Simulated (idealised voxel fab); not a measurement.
Title: Process Module voxel capacitor over wiring
Pictured: cross-section cut, 295 nm wide, on a grid of 5 nm square cells.
Cross-section spec: square-cell grid; bands listed top down; each band is one or more rows. Heights first: top, then bottom, in nm. Then materials, left to right, each with a width in nm. "throughout" on a single material: fills the band edge to edge. "air": empty space. A quick word on heights: they are counted from 0, and under that level the wafer as it came to us is one material throughout. The lowest band is different from the rest in having no bottom; it simply continues downward, written as in "0 -> down". A two-number width, for instance "30..40", indicates that the width is equal to the first number in the top row of the band and to the second number in the bottom row, and that it changes by a constant amount per row of cells. You'll sometimes find "no alteration" written for a step, and that's the way of saying that nowhere in the cross-section did a cell change during that step. Empty spaces without an open route to the top, at least 8 cells in extent, make up the entry "Sealed internal cavities"; each is given as width x height at distance, where the distance is measured from the left edge, and all are in nm. Read whatever lies past the settings on a step's line as the simulator's own remark about the step. The "overlay nm" setting may appear on a step's line; for a step that uses a mask, it gives how far to the right of its planned position the mask lay, and a negative value indicates the left.
### Process steps (planned)
- 1: RECEIVE, material Si
- 2: CONFORMAL_DEP, material SiO2, thk nm 10
- 3: CONFORMAL_DEP, material SiCN, thk nm 5
- 4: DIRECTIONAL_DEP, material SiO2, thk nm 25
- 5: MASKED_ETCH, tone open, mask id METAL_1, width nm 20, pitch nm 85, etch materials SiO2, depth nm 25, overlay nm 0
- 6: MASKED_ETCH, tone open, mask id METAL_1, width nm 20, pitch nm 85, etch materials SiCN, depth nm 5, overlay nm 0
- 7: CONFORMAL_DEP, material TiN, thk nm 5
- 8: FILL_DEP, material W, thk nm 5
- 9: CMP, height nm 40
- 10: CONFORMAL_DEP, material SiCN, thk nm 5
- 11: DIRECTIONAL_DEP, material lowk, thk nm 10
- 12: DIRECTIONAL_DEP, material aC, thk nm 10
- 13: PATTERN, tone open, mask id PLUG_1, material resist, width nm 15, thk nm 30, overlay nm 0
- 14: DIRECTIONAL_ETCH, etch materials aC, depth nm 10
- 15: STRIP, etch materials resist
- 16: DIRECTIONAL_ETCH, etch materials lowk, depth nm 10
- 17: DIRECTIONAL_ETCH, etch materials SiCN, depth nm 5
- 18: STRIP, etch materials aC
- 19: EPI, material Ru, thk nm 10
- 20: EPI, material Ru, thk nm 5
- 21: DIRECTIONAL_DEP, material TiN, thk nm 10
- 22: DIRECTIONAL_DEP, material HfO2, thk nm 5
- 23: DIRECTIONAL_DEP, material TiN, thk nm 5
- 24: MASKED_ETCH, tone cover, mask id UPPER_PLATE, width nm 70, etch materials TiN, depth nm 5, overlay nm 0
- 25: MASKED_ETCH, tone cover, mask id UPPER_PLATE, width nm 70, etch materials HfO2, depth nm 5, overlay nm 0
- 26: MASKED_ETCH, tone cover, mask id LOWER_PLATE, width nm 80, etch materials TiN, depth nm 10, overlay nm 0
- 27: FILL_DEP, material SiO2, thk nm 15
- 28: CMP, height nm 85
- 29: PATTERN, tone open, mask id PLUG_2, material resist, width nm 15, thk nm 20, overlay nm 0
- 30: DIRECTIONAL_ETCH, etch materials SiO2, depth nm 10
- 31: STRIP, etch materials resist
- 32: CONFORMAL_DEP, material TiN, thk nm 5
- 33: FILL_DEP, material Ru, thk nm 5
- 34: CMP, height nm 85
- 35: CONFORMAL_DEP, material SiCN, thk nm 5
### This is the cross-section of the wafer as we received it, i.e. after step 1
  0 -> down  Si throughout
  Sealed internal cavities: none
### a wafer at the end: this start, this plan, one mistake
  90 -> 85  SiCN throughout
  85 -> 80  SiO2 100 / TiN 25 / SiO2 170
  80 -> 75  SiO2 100 / HfO2 25 / SiO2 170
  75 -> 70  SiO2 95 / TiN 75 / SiO2 125
  70 -> 65  SiO2 95 / TiN 30 / HfO2 45 / SiO2 125
  65 -> 55  SiO2 90 / Ru 35 / TiN 50 / SiO2 120
  55 -> 45  lowk 100 / Ru 15 / lowk 180
  45 -> 40  SiCN 100 / Ru 15 / SiCN 180
  40 -> 15  SiO2 95 / TiN 5 / W 10 / TiN 5 / SiO2 65 / TiN 5 / W 10 / TiN 5 / SiO2 95
  15 -> 10  SiCN 95 / TiN 20 / SiCN 65 / TiN 20 / SiCN 95
  10 -> 0  SiO2 throughout
  0 -> down  Si throughout
  Sealed internal cavities: none
What was the processing mistake? in the plan, step 19 was performed twice
